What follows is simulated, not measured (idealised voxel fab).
Title: Process Module voxel spacer lines
The figure presents cross-section cut, which has a width of 285 nm and is divided into square cells with an edge length of 5 nm.
Cross-section, as written here: a square-cell grid given band by band from the top down, where a band holds one or more rows of cells.
This entry defines a band. It first specifies the height of the band's top and the height of its bottom in nm, and then specifies the band's materials from left to right, stating each material with its width in nm. The word "full width" identifies a single material that fills the band from edge to edge, while the word "empty" identifies empty space.
Below 0: as-received wafer, all one material; heights counted from there. Lowest band: no bottom, goes on down, written "0 and below".
The expression "30..40" gives the width at the extremes of the band, the first number at its top row of cells and the second at its bottom row, with the width changing by equal amounts from each row to the next in between.
Where the words "stayed the same" appear for a step, the cross-section shows no cell changed by that step; every cell remained as before.
The entry titled "Closed void listing" provides the empty spaces that have no open way to the top, restricted to those of 8 cells or more. Each is presented as width x height at distance, the distance being measured from the left edge, with all three in nm.
Step line, after settings: the simulator's comment on this step.
On any step carrying a mask, the "overlay nm" setting, if present on the step's line, tells how far right of its planned place the mask lay; negative values point to the left.
Process steps - plan:
1,RECEIVE with material Si
2,CONFORMAL_DEP with material Al2O3, thk nm 10
3,DIRECTIONAL_DEP with material W, thk nm 10
4,DIRECTIONAL_DEP with material polySi, thk nm 30
5,PATTERN with tone cover, mask id MANDREL, material resist, width nm 20, pitch nm 60, thk nm 40, overlay nm 0
6,DIRECTIONAL_ETCH with etch materials polySi, depth nm 30
7,STRIP with etch materials resist
8,CONFORMAL_DEP with material SiO2, thk nm 10
9,DIRECTIONAL_ETCH with etch materials SiO2, depth nm 10
10,STRIP with etch materials polySi
11,DIRECTIONAL_ETCH with etch materials W, depth nm 10
12,STRIP with etch materials SiO2
Wafer cross-section on receipt, i.e. after step 1:
  0 and below: Si full width
  Closed void listing: none
Wafer at module end, in section. Began as above, planned as above, run with one mistake:
  50 down to 20: Al2O3 full width
  20 down to 10: W full width
  10 down to 0: Al2O3 full width
  0 and below: Si full width
  Closed void listing: none
What was the processing mistake? step 4 was not run as planned; what actually ran was DIRECTIONAL_DEP with material Al2O3, thk nm 30
